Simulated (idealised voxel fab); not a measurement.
The document below concerns the process module designated voxel ribs on slabs.
Cross-section cut: width 195 nm, square cells of 5 nm.
A cross-section is a grid of square cells, given in bands from the top down. A band is one or more rows of cells. A band entry consists of two parts. The first gives the height of the band's top and the height of its bottom, in nm. The rest lists the band's materials from left to right, each with its width in nm. A single material labelled with the word "edge to edge" fills the band from edge to edge, and the word "empty" marks empty space. Below 0: as-received wafer, all one material; heights counted from there. Lowest band: no bottom, goes on down, written "top 0, no bottom". Graded width ("30..40"): value in top row of band = first number; value in bottom row = second number; row-to-row change constant. Key: "identical to before" - step with no changed cell in the cross-section. Basically, "Catalogued sealed voids" tells you about the enclosed voids: empty spaces with no open way to the top, 8 cells or bigger, each written width x height at distance, where distance is from the left edge, all in nm. It should be noted that, on the line of a given step, the content following the step's settings is a remark produced by the simulator itself with respect to that step. overlay nm: how far to the right of its planned place the mask lay on this masked step (negative: to the left).
-- So here's the lineup of process steps we planned
1. RECEIVE [material Si]
2. DIRECTIONAL_DEP [material SiO2] [thk nm 30]
3. DIRECTIONAL_DEP [material SiN] [thk nm 25]
4. PATTERN [tone cover] [mask id RIB] [material resist] [width nm 30] [thk nm 15] [overlay nm 0]
5. DIRECTIONAL_ETCH [etch materials SiN] [depth nm 15]
6. STRIP [etch materials resist]
7. DIRECTIONAL_DEP [material aC] [thk nm 10]
8. PATTERN [tone cover] [mask id SLAB] [material resist] [width nm 70] [thk nm 25] [overlay nm 0]
9. DIRECTIONAL_ETCH [etch materials aC] [depth nm 10]
10. STRIP [etch materials resist]
11. DIRECTIONAL_ETCH [etch materials SiN] [depth nm 10]
12. STRIP [etch materials aC]
13. FILL_DEP [material SiO2] [thk nm 25]
14. CMP [height nm 70]
15. DIRECTIONAL_DEP [material W] [thk nm 10]
16. DIRECTIONAL_DEP [material aC] [thk nm 15]
17. PATTERN [tone cover] [mask id HEATER] [material resist] [width nm 40] [thk nm 35] [overlay nm 0]
18. DIRECTIONAL_ETCH [etch materials aC] [depth nm 15]
19. STRIP [etch materials resist]
20. DIRECTIONAL_ETCH [etch materials W] [depth nm 10]
21. STRIP [etch materials aC]
22. CONFORMAL_DEP [material SiO2] [thk nm 10]
-- So this is the incoming wafer in cross-section - it's already been through step 1
- top 0, no bottom: Si edge to edge
- Catalogued sealed voids: none
-- Cross-section taken at module completion on the first of two wafers; processed per the plan
- top 90, bottom 80: empty 65 nm, SiO2 60 nm, empty 70 nm
- top 80, bottom 70: SiO2 75 nm, W 40 nm, SiO2 80 nm
- top 70, bottom 55: SiO2 edge to edge
- top 55, bottom 40: SiO2 80 nm, SiN 30 nm, SiO2 85 nm
- top 40, bottom 30: SiO2 60 nm, SiN 70 nm, SiO2 65 nm
- top 30, bottom 0: SiO2 edge to edge
- top 0, no bottom: Si edge to edge
- Catalogued sealed voids: none
-- Cross-section, wafer two of two, end of module: same start and plan as wafer one, one error in execution
- top 90, bottom 80: empty 65 nm, SiO2 60 nm, empty 70 nm
- top 80, bottom 70: SiO2 75 nm, W 40 nm, SiO2 80 nm
- top 70, bottom 45: SiO2 edge to edge
- top 45, bottom 40: SiO2 80 nm, SiN 30 nm, SiO2 85 nm
- top 40, bottom 30: SiN 60 nm, SiO2 20 nm, SiN 30 nm, SiO2 20 nm, SiN 65 nm
- top 30, bottom 0: SiO2 edge to edge
- top 0, no bottom: Si edge to edge
- Catalogued sealed voids: none
The plan and the run diverged here: off-plan run, step 8, actual operation and settings PATTERN [tone open] [mask id SLAB] [material resist] [width nm 70] [thk nm 25] [overlay nm 0]
Count the cells at the end and the second wafer has more or fewer of some materials than the first: SiN: 22 more | SiO2: 22 fewer
